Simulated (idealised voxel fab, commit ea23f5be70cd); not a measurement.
process module | voxel self aligned contacts
cross-section cut | 235 nm wide | cells 5 nm
A cross-section is a grid of square cells, given in bands from the top down. A band is one or more rows of cells.
Each band's line starts with the height of the band's top and of its bottom, in nm. Then come its materials from left to right, each with its width in nm. One material with "throughout" fills the band from edge to edge. "air" is empty space.
Height 0 is the level under which the wafer as received is all one material. The lowest band goes on downwards, as in "0 down".
A width such as "30 to 40" changes by the same amount from each row of cells to the next, from the band's top row to its bottom row.
"no change" after a step means that no cell of the cross-section changed.
closed voids: empty space of 8 cells or more with no open way to the top, each as width x height at its distance from the left edge, in nm
after a step's settings: what the simulator itself notes on the step
overlay nm, on a step with a mask: how far to the right of its planned place the mask lay; to the left if negative
plan
1 op RECEIVE | material Si
2 op OXIDIZE | depth nm 5
3 op DIRECTIONAL_DEP | material polySi | thk nm 20
4 op DIRECTIONAL_DEP | material SiN | thk nm 20
5 op MASKED_ETCH | tone cover | mask id GATE | width nm 30 | pitch nm 70 | etch materials SiN | depth nm 20 | overlay nm 0
6 op MASKED_ETCH | tone cover | mask id GATE | width nm 30 | pitch nm 70 | etch materials polySi | depth nm 20 | overlay nm 0
7 op CONFORMAL_DEP | material SiN | thk nm 10
8 op DIRECTIONAL_ETCH | etch materials SiN | depth nm 10
9 op FILL_DEP | material SiO2 | thk nm 10
10 op CMP | height nm 45
11 op DIRECTIONAL_DEP | material aC | thk nm 10
12 op PATTERN | tone open | mask id CONTACT | material resist | width nm 50 | thk nm 30 | overlay nm 0
13 op DIRECTIONAL_ETCH | etch materials aC | depth nm 10
14 op STRIP | etch materials resist
15 op DIRECTIONAL_ETCH | etch materials SiO2 | depth nm 50
16 op STRIP | etch materials aC
17 op CONFORMAL_DEP | material TiN | thk nm 5
18 op FILL_DEP | material Ru | thk nm 10
19 op CMP | height nm 45
20 op CONFORMAL_DEP | material SiN | thk nm 5
as received, after step 1
  0 down: Si throughout
  closed voids: none
a wafer at the end: this start, this plan, one mistake
  50 to 45: SiN throughout
  45 to 40: SiO2 90 | TiN 20 | Ru 10 | TiN 20 | SiO2 95
  40 to 20: SiO2 55 | SiN 50 | TiN 5 | Ru 10 | TiN 5 | SiN 50 | SiO2 60
  20 to 15: SiO2 55 | SiN 10 | polySi 30 | SiN 10 | TiN 5 | Ru 10 | TiN 5 | SiN 10 | polySi 30 | SiN 10 | SiO2 60
  15 to 10: SiO2 55 | SiN 10 | polySi 30 | SiN 10 | TiN 20 | SiN 10 | polySi 30 | SiN 10 | SiO2 60
  10 to 0: SiN 65 | polySi 30 | SiN 40 | polySi 30 | SiN 70
  0 to -5: SiO2 throughout
  -5 down: Si throughout
  closed voids: none
what went wrong: steps 7 and 8 were swapped
